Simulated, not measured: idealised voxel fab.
Process module, titled voxel transistor to metal
We display cut, a cross-section 185 nm in width whose square cells are each 5 nm.
Reading order for cross-sections: top band down to bottom band. Underlying form: a grid of square cells. Band size: one or more rows of cells. Basically the band line says how high the top is and how high the bottom is, in nm, and then what's in it from left to right, every material with its width in nm. Empty space shows up as "empty", and if a single material carries "all across" it runs the full band edge to edge. Height datum 0, below which the as-received substrate wafer is one material. Lowest band open at the bottom, running downward: "0 down". Think of "30..40" as a width that walks from the first number to the second as you go down the band, top row to bottom row, taking equal-sized steps from row to row. "changes: none" after a step means that no cell of the cross-section changed. Empty spaces without an open route to the top, at least 8 cells in extent, make up the entry "Fully sealed cavities"; each is given as width x height at distance, where the distance is measured from the left edge, and all are in nm. The remark found on a step's line after its settings is issued by the simulator itself and pertains to that step. You can add "overlay nm" to a step's line. For a step with a mask, it describes how far the mask lay to the right of its planned position, and a negative number describes a lay to the left.
These are the steps we planned for the process
| 1 | RECEIVE [material Si] |
| 2 | CONFORMAL_DEP [material SiO2] [thk nm 5] |
| 3 | CONFORMAL_DEP [material SiN] [thk nm 10] |
| 4 | MASKED_ETCH [tone cover] [mask id ACTIVE] [width nm 110] [etch materials SiN] [depth nm 10] [overlay nm 0] |
| 5 | MASKED_ETCH [tone cover] [mask id ACTIVE] [width nm 110] [etch materials SiO2] [depth nm 5] [overlay nm 0] |
| 6 | MASKED_ETCH [tone cover] [mask id ACTIVE] [width nm 110] [etch materials Si] [depth nm 35] [overlay nm 0] |
| 7 | OXIDIZE [depth nm 5] |
| 8 | FILL_DEP [material SiO2] [thk nm 10] |
| 9 | CMP [height nm 15] |
| 10 | SELECTIVE_ETCH [etch materials SiO2] [depth nm 10] |
| 11 | STRIP [etch materials SiN] |
| 12 | SELECTIVE_ETCH [etch materials SiO2] [depth nm 5] |
| 13 | OXIDIZE [depth nm 5] |
| 14 | DIRECTIONAL_DEP [material polySi] [thk nm 30] |
| 15 | DIRECTIONAL_DEP [material SiCN] [thk nm 10] |
| 16 | MASKED_ETCH [tone cover] [mask id GATE] [width nm 30] [etch materials SiCN] [depth nm 20] [overlay nm 0] |
| 17 | MASKED_ETCH [tone cover] [mask id GATE] [width nm 30] [etch materials polySi] [depth nm 40] [overlay nm 0] |
| 18 | CONFORMAL_DEP [material SiN] [thk nm 10] |
| 19 | DIRECTIONAL_ETCH [etch materials SiN] [depth nm 10] |
| 20 | DIRECTIONAL_ETCH [etch materials SiO2] [depth nm 5] |
| 21 | DIRECTIONAL_ETCH [etch materials Si] [depth nm 10] |
| 22 | EPI [material pSi] [thk nm 10] |
| 23 | FILL_DEP [material SiO2] [thk nm 5] |
| 24 | CMP [height nm 30] |
| 25 | STRIP [etch materials polySi] |
| 26 | SELECTIVE_ETCH [etch materials SiO2] [depth nm 5] |
| 27 | CONFORMAL_DEP [material HfO2] [thk nm 5] |
| 28 | CONFORMAL_DEP [material TiN] [thk nm 5] |
| 29 | FILL_DEP [material W] [thk nm 5] |
| 30 | CMP [height nm 25] |
| 31 | DIRECTIONAL_DEP [material SiO2] [thk nm 10] |
| 32 | MASKED_ETCH [tone open] [mask id CONTACT] [width nm 20] [pitch nm 80] [etch materials SiO2] [depth nm 40] [overlay nm 0] |
| 33 | CONFORMAL_DEP [material TiN] [thk nm 5] |
| 34 | FILL_DEP [material Ru] [thk nm 5] |
| 35 | CMP [height nm 35] |
| 36 | DIRECTIONAL_DEP [material TiN] [thk nm 5] |
| 37 | DIRECTIONAL_DEP [material Ru] [thk nm 15] |
| 38 | PATTERN [tone cover] [mask id METAL_1] [material resist] [width nm 20] [pitch nm 80] [thk nm 15] [overlay nm 0] |
| 39 | DIRECTIONAL_ETCH [etch materials Ru] [depth nm 15] |
| 40 | DIRECTIONAL_ETCH [etch materials TiN] [depth nm 5] |
| 41 | STRIP [etch materials resist] |
| 42 | CONFORMAL_DEP [material SiCN] [thk nm 5] |
| 43 | FILL_DEP [material lowk] [thk nm 10] |
| 44 | CMP [height nm 55] |
| 45 | CONFORMAL_DEP [material SiCN] [thk nm 5] |
| 46 | DIRECTIONAL_DEP [material SiO2] [thk nm 25] |
| 47 | DIRECTIONAL_DEP [material aC] [thk nm 15] |
| 48 | PATTERN [tone open] [mask id METAL_2_HOLES] [material resist] [width nm 15] [pitch nm 80] [thk nm 30] [overlay nm 0] |
| 49 | DIRECTIONAL_ETCH [etch materials aC] [depth nm 15] |
| 50 | STRIP [etch materials resist] |
| 51 | DIRECTIONAL_ETCH [etch materials SiO2] [depth nm 25] |
| 52 | STRIP [etch materials aC] |
| 53 | DIRECTIONAL_DEP [material aC] [thk nm 10] |
| 54 | PATTERN [tone open] [mask id METAL_2] [material resist] [width nm 20] [pitch nm 80] [thk nm 30] [overlay nm 0] |
| 55 | DIRECTIONAL_ETCH [etch materials aC] [depth nm 10] |
| 56 | STRIP [etch materials resist] |
| 57 | DIRECTIONAL_ETCH [etch materials SiO2] [depth nm 15] |
| 58 | DIRECTIONAL_ETCH [etch materials SiCN] [depth nm 5] |
| 59 | STRIP [etch materials aC] |
| 60 | CONFORMAL_DEP [material TiN] [thk nm 5] |
| 61 | FILL_DEP [material Cu] [thk nm 5] |
| 62 | CMP [height nm 85] |
| 63 | CONFORMAL_DEP [material SiN] [thk nm 5] |
Received-state cross-section, reflecting completion of step 1
- 0 down | Si all across
- Fully sealed cavities: none
Wafer cross-section at module end: first of two, run to plan
- 90 to 85 | SiN all across
- 85 to 75 | 40 SiO2  5 TiN  10 Cu  5 TiN  60 SiO2  5 TiN  10 Cu  5 TiN  45 SiO2
- 75 to 70 | 40 SiO2  5 TiN  5 Cu  10 TiN  60 SiO2  5 TiN  5 Cu  10 TiN  45 SiO2
- 70 to 60 | 40 SiO2  5 TiN  5 Cu  5 TiN  65 SiO2  5 TiN  5 Cu  5 TiN  50 SiO2
- 60 to 55 | 40 SiCN  15 TiN  65 SiCN  15 TiN  50 SiCN
- 55 to 40 | 35 lowk  5 SiCN  20 Ru  5 SiCN  50 lowk  5 SiCN  20 Ru  5 SiCN  40 lowk
- 40 to 35 | 40 SiCN  20 TiN  60 SiCN  20 TiN  45 SiCN
- 35 to 25 | 40 SiO2  5 TiN  10 Ru  5 TiN  60 SiO2  5 TiN  10 Ru  5 TiN  45 SiO2
- 25 to 10 | 40 SiO2  5 TiN  10 Ru  5 TiN  5 SiO2  10 SiN  5 HfO2  5 TiN  10 W  5 TiN  5 HfO2  10 SiN  5 SiO2  5 TiN  10 Ru  5 TiN  45 SiO2
- 10 to 5 | 40 SiO2  5 TiN  5 Ru  10 TiN  5 SiO2  10 SiN  5 HfO2  5 TiN  10 W  5 TiN  5 HfO2  10 SiN  5 SiO2  10 TiN  5 Ru  5 TiN  45 SiO2
- 5 to 0 | 40 SiO2  5 TiN  5 Ru  5 TiN  10 pSi  10 SiN  5 HfO2  20 TiN  5 HfO2  10 SiN  10 pSi  5 TiN  5 Ru  5 TiN  45 SiO2
- 0 to -5 | 40 SiO2  15 TiN  10 pSi  5 SiO2  40 HfO2  5 SiO2  10 pSi  15 TiN  45 SiO2
- -5 to -15 | 40 SiO2  25 pSi  50 Si  25 pSi  45 SiO2
- -15 to -40 | 40 SiO2  100 Si  45 SiO2
- -40 down | Si all across
- Fully sealed cavities: none
Cross-section at end of module for the second wafer of two, which matched the first in starting point and plan and differed by one mistake in its processing
- 90 to 85 | SiN all across
- 85 to 75 | 40 SiO2  5 TiN  10 Cu  5 TiN  60 SiO2  5 TiN  10 Cu  5 TiN  45 SiO2
- 75 to 70 | 40 SiO2  5 TiN  5 Cu  10 TiN  60 SiO2  5 TiN  5 Cu  10 TiN  45 SiO2
- 70 to 60 | 40 SiO2  5 TiN  5 Cu  5 TiN  65 SiO2  5 TiN  5 Cu  5 TiN  50 SiO2
- 60 to 55 | 40 SiCN  15 TiN  65 SiCN  15 TiN  50 SiCN
- 55 to 40 | 35 lowk  5 SiCN  20 Ru  5 SiCN  50 lowk  5 SiCN  20 Ru  5 SiCN  40 lowk
- 40 to 35 | 40 SiCN  20 TiN  60 SiCN  20 TiN  45 SiCN
- 35 to 25 | 40 SiO2  5 TiN  10 Ru  5 TiN  60 SiO2  5 TiN  10 Ru  5 TiN  45 SiO2
- 25 to 10 | 40 SiO2  5 TiN  10 Ru  5 TiN  5 SiO2  10 SiN  5 HfO2  5 TiN  10 W  5 TiN  5 HfO2  10 SiN  5 SiO2  5 TiN  10 Ru  5 TiN  45 SiO2
- 10 to 5 | 40 SiO2  5 TiN  5 Ru  10 TiN  5 SiO2  10 SiN  5 HfO2  5 TiN  10 W  5 TiN  5 HfO2  10 SiN  5 SiO2  10 TiN  5 Ru  5 TiN  45 SiO2
- 5 to 0 | 40 SiO2  5 TiN  5 Ru  5 TiN  10 pSi  10 SiN  5 HfO2  20 TiN  5 HfO2  10 SiN  10 pSi  5 TiN  5 Ru  5 TiN  45 SiO2
- 0 to -5 | 40 SiO2  15 TiN  10 pSi  5 SiO2  40 HfO2  5 SiO2  10 pSi  15 TiN  45 SiO2
- -5 to -15 | 30 SiO2  35 pSi  50 Si  35 pSi  35 SiO2
- -15 to -40 | 40 SiO2  100 Si  45 SiO2
- -40 down | Si all across
- Fully sealed cavities: none
Here's what went sideways: contrary to plan, step 20 was performed as DIRECTIONAL_ETCH [etch materials SiO2] [depth nm 15]
The final cell counts differ between the wafers, with the second having more or fewer of some materials than the first: SiO2 -8 | pSi +8
